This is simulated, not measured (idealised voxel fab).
Process module name: voxel self aligned vias
The figure presents cross-section cut, which has a width of 235 nm and is divided into square cells with an edge length of 5 nm.
This document writes a cross-section as a grid whose cells are square, and gives it as bands, listed from the top down; one or more rows of cells form a band. Each band's line starts with the height of the band's top and of its bottom, in nm. Then come its materials from left to right, each with its width in nm. One material with "throughout" fills the band from edge to edge. "empty" is empty space. Basically, 0 is our baseline, since under it the wafer straight out of the box is all one material. The bottom band has no lower end and keeps on going down, so it looks like "0 down". Width "30 to 40": first value at the band's top row of cells, second value at its bottom row, equal change from row to row. Take "remains unaltered" at face value: in the step it is given for, the cross-section changed in none of its cells. Listed in "Entrapped voids": every empty space of 8 or more cells without an open way to the top. Form: width x height at distance, the distance being from the left edge, all in nm. Where a step's line continues beyond its settings, the continuation is a remark by the simulator itself on that step. "overlay nm", when on a step's line for a step with a mask, measures how far to the right of its planned place the mask lay; a negative measure means to the left.
### Below is the list of planned process steps
1,RECEIVE (material Si)
2,CONFORMAL_DEP (material SiO2; thk nm 15)
3,CONFORMAL_DEP (material SiCN; thk nm 5)
4,DIRECTIONAL_DEP (material SiO2; thk nm 30)
5,MASKED_ETCH (tone open; mask id LINES; width nm 25; pitch nm 60; etch materials SiO2; depth nm 30; overlay nm 0)
6,CONFORMAL_DEP (material TiN; thk nm 5)
7,FILL_DEP (material W; thk nm 10)
8,CMP (height nm 50)
9,SELECTIVE_ETCH (etch materials W Ru TiN; depth nm 5)
10,FILL_DEP (material SiN; thk nm 5)
11,CMP (height nm 50)
12,DIRECTIONAL_DEP (material SiO2; thk nm 15)
13,MASKED_ETCH (tone open; mask id VIAS; width nm 25; pitch nm 60; etch materials SiO2; depth nm 15; overlay nm 0)
14,MASKED_ETCH (tone open; mask id VIAS; width nm 35; pitch nm 60; etch materials SiN; depth nm 5; overlay nm 0)
15,CONFORMAL_DEP (material TiN; thk nm 5)
16,FILL_DEP (material Cu; thk nm 5)
17,CMP (height nm 65)
18,CONFORMAL_DEP (material SiCN; thk nm 5)
The plan shows the width nm of step 13 as the first wafer had it; this setting differs between the wafers, which start out alike.
### As-received cross-section, first of several wafers, post step 1
> 0 down  Si throughout
> Entrapped voids: none
### Per-wafer rows below. For each material: cells gained (+) or lost (-) since the wafer was received, as of end of module. Then: closed voids
width nm 25; +18 Cu; +94 SiCN; +474 SiO2; +48 TiN; +24 W; Entrapped voids: none
width nm 30; +22 Cu; +94 SiCN; +468 SiO2; +50 TiN; +24 W; Entrapped voids: none
width nm 35; +26 Cu; +94 SiCN; +462 SiO2; +52 TiN; +24 W; Entrapped voids: none
width nm 40; +30 Cu; +94 SiCN; +456 SiO2; +54 TiN; +24 W; Entrapped voids: none
width nm 45; +34 Cu; +94 SiCN; +450 SiO2; +56 TiN; +24 W; Entrapped voids: none
